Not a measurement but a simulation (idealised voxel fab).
A process module follows: voxel wiring stack.
Cross-section cut spans 195 nm and uses square cells 5 nm in size.
For the purposes of this document, a cross-section shall be understood as a grid of square cells, specified as bands listed in top-to-bottom order, each band consisting of one or more rows of cells. Band: top height; bottom height; in nm. Then, left to right: material with width in nm, for each material. "full width": a single material spanning edge to edge. "blank": empty space. Ref level 0: as-received wafer is one material below here. Bottom band extends down with no lower bound ("0 down"). Think of "30 to 40" as a width that walks from the first number to the second as you go down the band, top row to bottom row, taking equal-sized steps from row to row. The cross-section has no changed cell in any step marked "stayed the same". The entry titled "Sealed internal cavities" provides the empty spaces that have no open way to the top, restricted to those of 8 cells or more. Each is presented as width x height at distance, the distance being measured from the left edge, with all three in nm. after a step's settings: what the simulator itself notes on the step. Each step line may optionally specify "overlay nm", which for a step with a mask gives the rightward distance between the mask's planned place and where it lay, a negative value indicating the leftward direction.

Planned step list for the process
1: RECEIVE,material Si
2: CONFORMAL_DEP,material SiO2,thk nm 10
3: CONFORMAL_DEP,material SiCN,thk nm 5
4: DIRECTIONAL_DEP,material SiO2,thk nm 15
5: PATTERN,tone open,mask id METAL_1,material resist,width nm 25,pitch nm 55,thk nm 15,overlay nm 0
6: DIRECTIONAL_ETCH,etch materials SiO2,depth nm 15
7: DIRECTIONAL_ETCH,etch materials SiCN,depth nm 5
8: STRIP,etch materials resist
9: CONFORMAL_DEP,material TiN,thk nm 5
10: FILL_DEP,material W,thk nm 5
11: CMP,height nm 30
12: CONFORMAL_DEP,material SiCN,thk nm 5
13: DIRECTIONAL_DEP,material lowk,thk nm 15
14: PATTERN,tone open,mask id PLUG_1,material resist,width nm 15,pitch nm 55,thk nm 15,overlay nm 0
15: DIRECTIONAL_ETCH,etch materials lowk,depth nm 15
16: DIRECTIONAL_ETCH,etch materials SiCN,depth nm 5
17: STRIP,etch materials resist
18: CONFORMAL_DEP,material TiN,thk nm 5
19: FILL_DEP,material Ru,thk nm 10
20: CMP,height nm 50
21: DIRECTIONAL_DEP,material TiN,thk nm 5
22: DIRECTIONAL_DEP,material W,thk nm 15
23: DIRECTIONAL_DEP,material aC,thk nm 10
24: PATTERN,tone cover,mask id METAL_2,material resist,width nm 25,pitch nm 55,thk nm 25,overlay nm 0
25: DIRECTIONAL_ETCH,etch materials aC,depth nm 10
26: STRIP,etch materials resist
27: DIRECTIONAL_ETCH,etch materials W,depth nm 15
28: DIRECTIONAL_ETCH,etch materials TiN,depth nm 5
29: STRIP,etch materials aC
30: CONFORMAL_DEP,material SiN,thk nm 5
31: FILL_DEP,material SiO2,thk nm 5
32: CMP,height nm 70
33: CONFORMAL_DEP,material SiCN,thk nm 5
34: DIRECTIONAL_DEP,material lowk,thk nm 25
35: MASKED_ETCH,tone open,mask id METAL_3_HOLES,width nm 15,etch materials lowk,depth nm 25,overlay nm 0
36: PATTERN,tone open,mask id METAL_3,material resist,width nm 25,pitch nm 55,thk nm 20,overlay nm 0
37: DIRECTIONAL_ETCH,etch materials lowk,depth nm 15
38: DIRECTIONAL_ETCH,etch materials SiCN,depth nm 5
39: STRIP,etch materials resist
40: CONFORMAL_DEP,material TiN,thk nm 5
41: FILL_DEP,material Cu,thk nm 10
42: CMP,height nm 100
43: CONFORMAL_DEP,material SiCN,thk nm 5

First wafer out of two, processed as planned

As received (post step 1): cross-section
	0 down: Si full width
	Sealed internal cavities: none

Wafer xsec, post step 2
	10 to 0: SiO2 full width
	Whatever lies below 0 is exactly as it was before.

Wafer xsec, post step 3
	15 to 10: SiCN full width
	Whatever lies below 10 is exactly as it was before.

Wafer xsec, post step 4
	30 to 15: SiO2 full width
	Whatever lies below 15 is exactly as it was before.

Wafer xsec, post step 5
	45 to 30: 55 resist, 25 blank, 30 resist, 25 blank, 60 resist
	Whatever lies below 30 is exactly as it was before.

Wafer xsec, post step 6
	45 to 30: 55 resist, 25 blank, 30 resist, 25 blank, 60 resist
	30 to 15: 55 SiO2, 25 blank, 30 SiO2, 25 blank, 60 SiO2
	Whatever lies below 15 is exactly as it was before.

Wafer xsec, post step 7
	45 to 30: 55 resist, 25 blank, 30 resist, 25 blank, 60 resist
	30 to 15: 55 SiO2, 25 blank, 30 SiO2, 25 blank, 60 SiO2
	15 to 10: 55 SiCN, 25 blank, 30 SiCN, 25 blank, 60 SiCN
	Whatever lies below 10 is exactly as it was before.

Wafer xsec, post step 8
	30 to 15: 55 SiO2, 25 blank, 30 SiO2, 25 blank, 60 SiO2
	Whatever lies below 15 is exactly as it was before.

Wafer xsec, post step 9
	35 to 30: 60 TiN, 15 blank, 40 TiN, 15 blank, 65 TiN
	30 to 15: 55 SiO2, 5 TiN, 15 blank, 5 TiN, 30 SiO2, 5 TiN, 15 blank, 5 TiN, 60 SiO2
	15 to 10: 55 SiCN, 25 TiN, 30 SiCN, 25 TiN, 60 SiCN
	Whatever lies below 10 is exactly as it was before.

Wafer xsec, post step 10
	40 to 35: W full width
	35 to 30: 60 TiN, 15 W, 40 TiN, 15 W, 65 TiN
	30 to 15: 55 SiO2, 5 TiN, 15 W, 5 TiN, 30 SiO2, 5 TiN, 15 W, 5 TiN, 60 SiO2
	Whatever lies below 15 is exactly as it was before.

Wafer xsec, post step 11
	30 to 15: 55 SiO2, 5 TiN, 15 W, 5 TiN, 30 SiO2, 5 TiN, 15 W, 5 TiN, 60 SiO2
	Whatever lies below 15 is exactly as it was before.

Wafer xsec, post step 12
	35 to 30: SiCN full width
	Whatever lies below 30 is exactly as it was before.

Wafer xsec, post step 13
	50 to 35: lowk full width
	Whatever lies below 35 is exactly as it was before.

Wafer xsec, post step 14
	65 to 50: 55 resist, 15 blank, 40 resist, 15 blank, 70 resist
	Whatever lies below 50 is exactly as it was before.

Wafer xsec, post step 15
	65 to 50: 55 resist, 15 blank, 40 resist, 15 blank, 70 resist
	50 to 35: 55 lowk, 15 blank, 40 lowk, 15 blank, 70 lowk
	Whatever lies below 35 is exactly as it was before.

Wafer xsec, post step 16
	65 to 50: 55 resist, 15 blank, 40 resist, 15 blank, 70 resist
	50 to 35: 55 lowk, 15 blank, 40 lowk, 15 blank, 70 lowk
	35 to 30: 55 SiCN, 15 blank, 40 SiCN, 15 blank, 70 SiCN
	Whatever lies below 30 is exactly as it was before.

Wafer xsec, post step 17
	50 to 35: 55 lowk, 15 blank, 40 lowk, 15 blank, 70 lowk
	Whatever lies below 35 is exactly as it was before.

Wafer xsec, post step 18
	55 to 50: 60 TiN, 5 blank, 50 TiN, 5 blank, 75 TiN
	50 to 35: 55 lowk, 5 TiN, 5 blank, 5 TiN, 40 lowk, 5 TiN, 5 blank, 5 TiN, 70 lowk
	35 to 30: 55 SiCN, 15 TiN, 40 SiCN, 15 TiN, 70 SiCN
	Whatever lies below 30 is exactly as it was before.

Wafer xsec, post step 19
	65 to 55: Ru full width
	55 to 50: 60 TiN, 5 Ru, 50 TiN, 5 Ru, 75 TiN
	50 to 35: 55 lowk, 5 TiN, 5 Ru, 5 TiN, 40 lowk, 5 TiN, 5 Ru, 5 TiN, 70 lowk
	Whatever lies below 35 is exactly as it was before.

Wafer xsec, post step 20
	50 to 35: 55 lowk, 5 TiN, 5 Ru, 5 TiN, 40 lowk, 5 TiN, 5 Ru, 5 TiN, 70 lowk
	Whatever lies below 35 is exactly as it was before.

Wafer xsec, post step 21
	55 to 50: TiN full width
	Whatever lies below 50 is exactly as it was before.

Wafer xsec, post step 22
	70 to 55: W full width
	Whatever lies below 55 is exactly as it was before.

Wafer xsec, post step 23
	80 to 70: aC full width
	Whatever lies below 70 is exactly as it was before.

Wafer xsec, post step 24
	105 to 80: 55 blank, 25 resist, 30 blank, 25 resist, 60 blank
	Whatever lies below 80 is exactly as it was before.

Wafer xsec, post step 25
	95 to 80: 55 blank, 25 resist, 30 blank, 25 resist, 60 blank
	80 to 70: 55 blank, 25 aC, 30 blank, 25 aC, 60 blank
	Whatever lies below 70 is exactly as it was before.

Wafer xsec, post step 26
	80 to 70: 55 blank, 25 aC, 30 blank, 25 aC, 60 blank
	Whatever lies below 70 is exactly as it was before.

Wafer xsec, post step 27
	80 to 70: 55 blank, 25 aC, 30 blank, 25 aC, 60 blank
	70 to 55: 55 blank, 25 W, 30 blank, 25 W, 60 blank
	Whatever lies below 55 is exactly as it was before.

Wafer xsec, post step 28
	80 to 70: 55 blank, 25 aC, 30 blank, 25 aC, 60 blank
	70 to 55: 55 blank, 25 W, 30 blank, 25 W, 60 blank
	55 to 50: 55 blank, 25 TiN, 30 blank, 25 TiN, 60 blank
	Whatever lies below 50 is exactly as it was before.

Wafer xsec, post step 29
	70 to 55: 55 blank, 25 W, 30 blank, 25 W, 60 blank
	Whatever lies below 55 is exactly as it was before.

Wafer xsec, post step 30
	75 to 70: 50 blank, 35 SiN, 20 blank, 35 SiN, 55 blank
	70 to 55: 50 blank, 5 SiN, 25 W, 5 SiN, 20 blank, 5 SiN, 25 W, 5 SiN, 55 blank
	55 to 50: 55 SiN, 25 TiN, 30 SiN, 25 TiN, 60 SiN
	Whatever lies below 50 is exactly as it was before.

Wafer xsec, post step 31
	80 to 75: SiO2 full width
	75 to 70: 50 SiO2, 35 SiN, 20 SiO2, 35 SiN, 55 SiO2
	70 to 55: 50 SiO2, 5 SiN, 25 W, 5 SiN, 20 SiO2, 5 SiN, 25 W, 5 SiN, 55 SiO2
	Whatever lies below 55 is exactly as it was before.

Wafer xsec, post step 32
	70 to 55: 50 SiO2, 5 SiN, 25 W, 5 SiN, 20 SiO2, 5 SiN, 25 W, 5 SiN, 55 SiO2
	Whatever lies below 55 is exactly as it was before.

Wafer xsec, post step 33
	75 to 70: SiCN full width
	Whatever lies below 70 is exactly as it was before.

Wafer xsec, post step 34
	100 to 75: lowk full width
	Whatever lies below 75 is exactly as it was before.

Wafer xsec, post step 35
	100 to 75: 55 lowk, 15 blank, 125 lowk
	Whatever lies below 75 is exactly as it was before.

Wafer xsec, post step 36
	120 to 100: 55 resist, 25 blank, 30 resist, 25 blank, 60 resist
	Whatever lies below 100 is exactly as it was before.

Wafer xsec, post step 37
	120 to 100: 55 resist, 25 blank, 30 resist, 25 blank, 60 resist
	100 to 85: 55 lowk, 25 blank, 30 lowk, 25 blank, 60 lowk
	Whatever lies below 85 is exactly as it was before.

Wafer xsec, post step 38
	120 to 100: 55 resist, 25 blank, 30 resist, 25 blank, 60 resist
	100 to 85: 55 lowk, 25 blank, 30 lowk, 25 blank, 60 lowk
	85 to 75: 55 lowk, 15 blank, 125 lowk
	75 to 70: 55 SiCN, 15 blank, 125 SiCN
	Whatever lies below 70 is exactly as it was before.

Wafer xsec, post step 39
	100 to 85: 55 lowk, 25 blank, 30 lowk, 25 blank, 60 lowk
	Whatever lies below 85 is exactly as it was before.

Wafer xsec, post step 40
	105 to 100: 60 TiN, 15 blank, 40 TiN, 15 blank, 65 TiN
	100 to 90: 55 lowk, 5 TiN, 15 blank, 5 TiN, 30 lowk, 5 TiN, 15 blank, 5 TiN, 60 lowk
	90 to 85: 55 lowk, 5 TiN, 5 blank, 15 TiN, 30 lowk, 25 TiN, 60 lowk
	85 to 75: 55 lowk, 5 TiN, 5 blank, 5 TiN, 125 lowk
	75 to 70: 55 SiCN, 15 TiN, 125 SiCN
	Whatever lies below 70 is exactly as it was before.

Wafer xsec, post step 41
	115 to 105: Cu full width
	105 to 100: 60 TiN, 15 Cu, 40 TiN, 15 Cu, 65 TiN
	100 to 90: 55 lowk, 5 TiN, 15 Cu, 5 TiN, 30 lowk, 5 TiN, 15 Cu, 5 TiN, 60 lowk
	90 to 85: 55 lowk, 5 TiN, 5 Cu, 15 TiN, 30 lowk, 25 TiN, 60 lowk
	85 to 75: 55 lowk, 5 TiN, 5 Cu, 5 TiN, 125 lowk
	Whatever lies below 75 is exactly as it was before.

Wafer xsec, post step 42
	100 to 90: 55 lowk, 5 TiN, 15 Cu, 5 TiN, 30 lowk, 5 TiN, 15 Cu, 5 TiN, 60 lowk
	Whatever lies below 90 is exactly as it was before.

Wafer xsec, post step 43
	105 to 100: SiCN full width
	Whatever lies below 100 is exactly as it was before.

Second of two: same start, same plan, one run error; steps up to and including 20 match the first

Second wafer: cross-section at the scheduled end of step 21
	65 to 50: W full width
	Whatever lies below 50 is exactly as it was before.

Second wafer: cross-section at the scheduled end of step 22
	70 to 65: TiN full width
	Whatever lies below 65 is exactly as it was before.

Second wafer: cross-section at the scheduled end of step 23
	80 to 70: aC full width
	Whatever lies below 70 is exactly as it was before.

Second wafer: cross-section at the scheduled end of step 24
	105 to 80: 55 blank, 25 resist, 30 blank, 25 resist, 60 blank
	Whatever lies below 80 is exactly as it was before.

Second wafer: cross-section at the scheduled end of step 25
	95 to 80: 55 blank, 25 resist, 30 blank, 25 resist, 60 blank
	80 to 70: 55 blank, 25 aC, 30 blank, 25 aC, 60 blank
	Whatever lies below 70 is exactly as it was before.

Second wafer: cross-section at the scheduled end of step 26
	80 to 70: 55 blank, 25 aC, 30 blank, 25 aC, 60 blank
	Whatever lies below 70 is exactly as it was before.

Second wafer: cross-section at the scheduled end of step 27: stayed the same

Second wafer: cross-section at the scheduled end of step 28
	80 to 70: 55 blank, 25 aC, 30 blank, 25 aC, 60 blank
	70 to 65: 55 blank, 25 TiN, 30 blank, 25 TiN, 60 blank
	Whatever lies below 65 is exactly as it was before.

Second wafer: cross-section at the scheduled end of step 29
	70 to 65: 55 blank, 25 TiN, 30 blank, 25 TiN, 60 blank
	Whatever lies below 65 is exactly as it was before.

Second wafer: cross-section at the scheduled end of step 30
	75 to 70: 50 blank, 35 SiN, 20 blank, 35 SiN, 55 blank
	70 to 65: 55 SiN, 25 TiN, 30 SiN, 25 TiN, 60 SiN
	Whatever lies below 65 is exactly as it was before.

Second wafer: cross-section at the scheduled end of step 31
	80 to 75: SiO2 full width
	75 to 70: 50 SiO2, 35 SiN, 20 SiO2, 35 SiN, 55 SiO2
	Whatever lies below 70 is exactly as it was before.

Second wafer: cross-section at the scheduled end of step 32
	70 to 65: 55 SiN, 25 TiN, 30 SiN, 25 TiN, 60 SiN
	Whatever lies below 65 is exactly as it was before.

Second wafer: cross-section at the scheduled end of step 33
	75 to 70: SiCN full width
	Whatever lies below 70 is exactly as it was before.

Second wafer: cross-section at the scheduled end of step 34
	100 to 75: lowk full width
	Whatever lies below 75 is exactly as it was before.

Second wafer: cross-section at the scheduled end of step 35
	100 to 75: 55 lowk, 15 blank, 125 lowk
	Whatever lies below 75 is exactly as it was before.

Second wafer: cross-section at the scheduled end of step 36
	120 to 100: 55 resist, 25 blank, 30 resist, 25 blank, 60 resist
	Whatever lies below 100 is exactly as it was before.

Second wafer: cross-section at the scheduled end of step 37
	120 to 100: 55 resist, 25 blank, 30 resist, 25 blank, 60 resist
	100 to 85: 55 lowk, 25 blank, 30 lowk, 25 blank, 60 lowk
	Whatever lies below 85 is exactly as it was before.

Second wafer: cross-section at the scheduled end of step 38
	120 to 100: 55 resist, 25 blank, 30 resist, 25 blank, 60 resist
	100 to 85: 55 lowk, 25 blank, 30 lowk, 25 blank, 60 lowk
	85 to 75: 55 lowk, 15 blank, 125 lowk
	75 to 70: 55 SiCN, 15 blank, 125 SiCN
	Whatever lies below 70 is exactly as it was before.

Second wafer: cross-section at the scheduled end of step 39
	100 to 85: 55 lowk, 25 blank, 30 lowk, 25 blank, 60 lowk
	Whatever lies below 85 is exactly as it was before.

Second wafer: cross-section at the scheduled end of step 40
	105 to 100: 60 TiN, 15 blank, 40 TiN, 15 blank, 65 TiN
	100 to 90: 55 lowk, 5 TiN, 15 blank, 5 TiN, 30 lowk, 5 TiN, 15 blank, 5 TiN, 60 lowk
	90 to 85: 55 lowk, 5 TiN, 5 blank, 15 TiN, 30 lowk, 25 TiN, 60 lowk
	85 to 75: 55 lowk, 5 TiN, 5 blank, 5 TiN, 125 lowk
	75 to 70: 55 SiCN, 15 TiN, 125 SiCN
	Whatever lies below 70 is exactly as it was before.

Second wafer: cross-section at the scheduled end of step 41
	115 to 105: Cu full width
	105 to 100: 60 TiN, 15 Cu, 40 TiN, 15 Cu, 65 TiN
	100 to 90: 55 lowk, 5 TiN, 15 Cu, 5 TiN, 30 lowk, 5 TiN, 15 Cu, 5 TiN, 60 lowk
	90 to 85: 55 lowk, 5 TiN, 5 Cu, 15 TiN, 30 lowk, 25 TiN, 60 lowk
	85 to 75: 55 lowk, 5 TiN, 5 Cu, 5 TiN, 125 lowk
	Whatever lies below 75 is exactly as it was before.

Second wafer: cross-section at the scheduled end of step 42
	100 to 90: 55 lowk, 5 TiN, 15 Cu, 5 TiN, 30 lowk, 5 TiN, 15 Cu, 5 TiN, 60 lowk
	Whatever lies below 90 is exactly as it was before.

Second wafer: cross-section at the scheduled end of step 43
	105 to 100: SiCN full width
	Whatever lies below 100 is exactly as it was before.
It is concluded that the wafer was processed incorrectly with respect to the plan, in that the executed order of steps 21 and 22 is the reverse of that specified in the plan, each step having taken the other's position
Materials where the second wafer ends with more or fewer cells than the first: SiN: 12 fewer, SiO2: 75 fewer, W: 87 more
